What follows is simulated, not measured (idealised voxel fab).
Title: Process Module voxel self aligned vias
We display cut, a cross-section 290 nm in width whose square cells are each 5 nm.
In this document a cross-section is written as a grid of square cells. It is given as a series of bands, listed from the top down, and a band is one or more rows of cells. First you get the band's top height and its bottom height, in nm, and then the materials it's made of, left to right, with each width in nm. If you see a single material with "edge to edge", that one covers the band edge to edge. "air" is empty space. Heads up on the height convention: 0 is the point under which the incoming wafer is all one material, and the lowest band has no bottom, it just keeps going down, like "0 and below". Graded width ("30..40"): value in top row of band = first number; value in bottom row = second number; row-to-row change constant. Where a step carries "everything unchanged", the cross-section came out of it unchanged, cell for cell. "Unvented internal voids" specifies each empty space that is not open to the top and that occupies no fewer than 8 cells, using the form width x height at distance, the distance measured from the left edge and all three quantities in nm. Where a step's line continues beyond its settings, the continuation is a remark by the simulator itself on that step. overlay nm: mask right of planned place by this much (step with mask). Neg. = left.
These are the steps we planned for the process:
1,RECEIVE with material Si
2,CONFORMAL_DEP with material SiO2, thk nm 15
3,CONFORMAL_DEP with material SiCN, thk nm 5
4,DIRECTIONAL_DEP with material SiO2, thk nm 20
5,PATTERN with tone open, mask id LINES, material resist, width nm 30, pitch nm 70, thk nm 15, overlay nm 0
6,DIRECTIONAL_ETCH with etch materials SiO2, depth nm 20
7,STRIP with etch materials resist
8,CONFORMAL_DEP with material TiN, thk nm 5
9,FILL_DEP with material W, thk nm 5
10,CMP with height nm 40
11,SELECTIVE_ETCH with etch materials W Ru TiN, depth nm 5
12,FILL_DEP with material SiN, thk nm 5
13,CMP with height nm 40
14,DIRECTIONAL_DEP with material SiO2, thk nm 20
15,MASKED_ETCH with tone open, mask id VIAS, width nm 40, pitch nm 70, etch materials SiO2, depth nm 20, overlay nm 0
16,MASKED_ETCH with tone open, mask id VIAS, width nm 40, pitch nm 70, etch materials SiN, depth nm 5, overlay nm 0
17,CONFORMAL_DEP with material TiN, thk nm 5
18,FILL_DEP with material Cu, thk nm 5
19,CMP with height nm 60
20,CONFORMAL_DEP with material SiN, thk nm 5
The first wafer of two, processed as planned:
Cross-section of the wafer upon arrival, representing the state reached after step 1:
	0 and below  Si edge to edge
	Unvented internal voids: none
You're looking at a cross-section of the wafer after step 2:
	15 down to 0  SiO2 edge to edge
	No changes below 0.
You're looking at a cross-section of the wafer after step 3:
	20 down to 15  SiCN edge to edge
	No changes below 15.
You're looking at a cross-section of the wafer after step 4:
	40 down to 20  SiO2 edge to edge
	No changes below 20.
You're looking at a cross-section of the wafer after step 5:
	55 down to 40  60 resist / 30 air / 40 resist / 30 air / 40 resist / 30 air / 60 resist
	No changes below 40.
You're looking at a cross-section of the wafer after step 6:
	55 down to 40  60 resist / 30 air / 40 resist / 30 air / 40 resist / 30 air / 60 resist
	40 down to 20  60 SiO2 / 30 air / 40 SiO2 / 30 air / 40 SiO2 / 30 air / 60 SiO2
	No changes below 20.
You're looking at a cross-section of the wafer after step 7:
	40 down to 20  60 SiO2 / 30 air / 40 SiO2 / 30 air / 40 SiO2 / 30 air / 60 SiO2
	No changes below 20.
You're looking at a cross-section of the wafer after step 8:
	45 down to 40  65 TiN / 20 air / 50 TiN / 20 air / 50 TiN / 20 air / 65 TiN
	40 down to 25  60 SiO2 / 5 TiN / 20 air / 5 TiN / 40 SiO2 / 5 TiN / 20 air / 5 TiN / 40 SiO2 / 5 TiN / 20 air / 5 TiN / 60 SiO2
	25 down to 20  60 SiO2 / 30 TiN / 40 SiO2 / 30 TiN / 40 SiO2 / 30 TiN / 60 SiO2
	No changes below 20.
You're looking at a cross-section of the wafer after step 9:
	50 down to 45  W edge to edge
	45 down to 40  65 TiN / 20 W / 50 TiN / 20 W / 50 TiN / 20 W / 65 TiN
	40 down to 25  60 SiO2 / 5 TiN / 20 W / 5 TiN / 40 SiO2 / 5 TiN / 20 W / 5 TiN / 40 SiO2 / 5 TiN / 20 W / 5 TiN / 60 SiO2
	No changes below 25.
You're looking at a cross-section of the wafer after step 10:
	40 down to 25  60 SiO2 / 5 TiN / 20 W / 5 TiN / 40 SiO2 / 5 TiN / 20 W / 5 TiN / 40 SiO2 / 5 TiN / 20 W / 5 TiN / 60 SiO2
	No changes below 25.
You're looking at a cross-section of the wafer after step 11:
	40 down to 35  60 SiO2 / 30 air / 40 SiO2 / 30 air / 40 SiO2 / 30 air / 60 SiO2
	No changes below 35.
You're looking at a cross-section of the wafer after step 12:
	45 down to 40  SiN edge to edge
	40 down to 35  60 SiO2 / 30 SiN / 40 SiO2 / 30 SiN / 40 SiO2 / 30 SiN / 60 SiO2
	No changes below 35.
You're looking at a cross-section of the wafer after step 13:
	40 down to 35  60 SiO2 / 30 SiN / 40 SiO2 / 30 SiN / 40 SiO2 / 30 SiN / 60 SiO2
	No changes below 35.
You're looking at a cross-section of the wafer after step 14:
	60 down to 40  SiO2 edge to edge
	No changes below 40.
You're looking at a cross-section of the wafer after step 15:
	60 down to 40  55 SiO2 / 40 air / 30 SiO2 / 40 air / 30 SiO2 / 40 air / 55 SiO2
	No changes below 40.
You're looking at a cross-section of the wafer after step 16:
	60 down to 40  55 SiO2 / 40 air / 30 SiO2 / 40 air / 30 SiO2 / 40 air / 55 SiO2
	40 down to 35  60 SiO2 / 30 air / 40 SiO2 / 30 air / 40 SiO2 / 30 air / 60 SiO2
	No changes below 35.
You're looking at a cross-section of the wafer after step 17:
	65 down to 60  60 TiN / 30 air / 40 TiN / 30 air / 40 TiN / 30 air / 60 TiN
	60 down to 45  55 SiO2 / 5 TiN / 30 air / 5 TiN / 30 SiO2 / 5 TiN / 30 air / 5 TiN / 30 SiO2 / 5 TiN / 30 air / 5 TiN / 55 SiO2
	45 down to 40  55 SiO2 / 10 TiN / 20 air / 10 TiN / 30 SiO2 / 10 TiN / 20 air / 10 TiN / 30 SiO2 / 10 TiN / 20 air / 10 TiN / 55 SiO2
	40 down to 35  60 SiO2 / 30 TiN / 40 SiO2 / 30 TiN / 40 SiO2 / 30 TiN / 60 SiO2
	No changes below 35.
You're looking at a cross-section of the wafer after step 18:
	70 down to 65  Cu edge to edge
	65 down to 60  60 TiN / 30 Cu / 40 TiN / 30 Cu / 40 TiN / 30 Cu / 60 TiN
	60 down to 45  55 SiO2 / 5 TiN / 30 Cu / 5 TiN / 30 SiO2 / 5 TiN / 30 Cu / 5 TiN / 30 SiO2 / 5 TiN / 30 Cu / 5 TiN / 55 SiO2
	45 down to 40  55 SiO2 / 10 TiN / 20 Cu / 10 TiN / 30 SiO2 / 10 TiN / 20 Cu / 10 TiN / 30 SiO2 / 10 TiN / 20 Cu / 10 TiN / 55 SiO2
	No changes below 40.
You're looking at a cross-section of the wafer after step 19:
	60 down to 45  55 SiO2 / 5 TiN / 30 Cu / 5 TiN / 30 SiO2 / 5 TiN / 30 Cu / 5 TiN / 30 SiO2 / 5 TiN / 30 Cu / 5 TiN / 55 SiO2
	No changes below 45.
You're looking at a cross-section of the wafer after step 20:
	65 down to 60  SiN edge to edge
	No changes below 60.
Second wafer, same starting conditions and recipe as the first, one mistake in executing it, nothing differs from the first up to and including step 2:
Second wafer shown in cross-section at the time step 3 was slated to end: everything unchanged
Second wafer shown in cross-section at the time step 4 was slated to end:
	35 down to 0  SiO2 edge to edge
	No changes below 0.
Second wafer shown in cross-section at the time step 5 was slated to end:
	50 down to 35  60 resist / 30 air / 40 resist / 30 air / 40 resist / 30 air / 60 resist
	No changes below 35.
Second wafer shown in cross-section at the time step 6 was slated to end:
	50 down to 35  60 resist / 30 air / 40 resist / 30 air / 40 resist / 30 air / 60 resist
	35 down to 15  60 SiO2 / 30 air / 40 SiO2 / 30 air / 40 SiO2 / 30 air / 60 SiO2
	No changes below 15.
Second wafer shown in cross-section at the time step 7 was slated to end:
	35 down to 15  60 SiO2 / 30 air / 40 SiO2 / 30 air / 40 SiO2 / 30 air / 60 SiO2
	No changes below 15.
Second wafer shown in cross-section at the time step 8 was slated to end:
	40 down to 35  65 TiN / 20 air / 50 TiN / 20 air / 50 TiN / 20 air / 65 TiN
	35 down to 20  60 SiO2 / 5 TiN / 20 air / 5 TiN / 40 SiO2 / 5 TiN / 20 air / 5 TiN / 40 SiO2 / 5 TiN / 20 air / 5 TiN / 60 SiO2
	20 down to 15  60 SiO2 / 30 TiN / 40 SiO2 / 30 TiN / 40 SiO2 / 30 TiN / 60 SiO2
	No changes below 15.
Second wafer shown in cross-section at the time step 9 was slated to end:
	45 down to 40  W edge to edge
	40 down to 35  65 TiN / 20 W / 50 TiN / 20 W / 50 TiN / 20 W / 65 TiN
	35 down to 20  60 SiO2 / 5 TiN / 20 W / 5 TiN / 40 SiO2 / 5 TiN / 20 W / 5 TiN / 40 SiO2 / 5 TiN / 20 W / 5 TiN / 60 SiO2
	No changes below 20.
Second wafer shown in cross-section at the time step 10 was slated to end:
	40 down to 35  65 TiN / 20 W / 50 TiN / 20 W / 50 TiN / 20 W / 65 TiN
	No changes below 35.
Second wafer shown in cross-section at the time step 11 was slated to end:
	35 down to 20  60 SiO2 / 5 TiN / 20 W / 5 TiN / 40 SiO2 / 5 TiN / 20 W / 5 TiN / 40 SiO2 / 5 TiN / 20 W / 5 TiN / 60 SiO2
	No changes below 20.
Second wafer shown in cross-section at the time step 12 was slated to end:
	40 down to 35  SiN edge to edge
	No changes below 35.
Second wafer shown in cross-section at the time step 13 was slated to end: everything unchanged
Second wafer shown in cross-section at the time step 14 was slated to end:
	60 down to 40  SiO2 edge to edge
	No changes below 40.
Second wafer shown in cross-section at the time step 15 was slated to end:
	60 down to 40  55 SiO2 / 40 air / 30 SiO2 / 40 air / 30 SiO2 / 40 air / 55 SiO2
	No changes below 40.
Second wafer shown in cross-section at the time step 16 was slated to end:
	60 down to 40  55 SiO2 / 40 air / 30 SiO2 / 40 air / 30 SiO2 / 40 air / 55 SiO2
	40 down to 35  55 SiN / 40 air / 30 SiN / 40 air / 30 SiN / 40 air / 55 SiN
	No changes below 35.
Second wafer shown in cross-section at the time step 17 was slated to end:
	65 down to 60  60 TiN / 30 air / 40 TiN / 30 air / 40 TiN / 30 air / 60 TiN
	60 down to 40  55 SiO2 / 5 TiN / 30 air / 5 TiN / 30 SiO2 / 5 TiN / 30 air / 5 TiN / 30 SiO2 / 5 TiN / 30 air / 5 TiN / 55 SiO2
	40 down to 35  55 SiN / 40 TiN / 30 SiN / 40 TiN / 30 SiN / 40 TiN / 55 SiN
	No changes below 35.
Second wafer shown in cross-section at the time step 18 was slated to end:
	70 down to 65  Cu edge to edge
	65 down to 60  60 TiN / 30 Cu / 40 TiN / 30 Cu / 40 TiN / 30 Cu / 60 TiN
	60 down to 40  55 SiO2 / 5 TiN / 30 Cu / 5 TiN / 30 SiO2 / 5 TiN / 30 Cu / 5 TiN / 30 SiO2 / 5 TiN / 30 Cu / 5 TiN / 55 SiO2
	No changes below 40.
Second wafer shown in cross-section at the time step 19 was slated to end:
	60 down to 40  55 SiO2 / 5 TiN / 30 Cu / 5 TiN / 30 SiO2 / 5 TiN / 30 Cu / 5 TiN / 30 SiO2 / 5 TiN / 30 Cu / 5 TiN / 55 SiO2
	No changes below 40.
Second wafer shown in cross-section at the time step 20 was slated to end:
	65 down to 60  SiN edge to edge
	No changes below 60.
Deviation from plan: step 3 was dropped from the plan's execution and never run
Final comparison by cell count, materials where the second wafer has more or fewer than the first: +6 Cu; -58 SiCN; +34 SiN; +6 TiN; +12 W
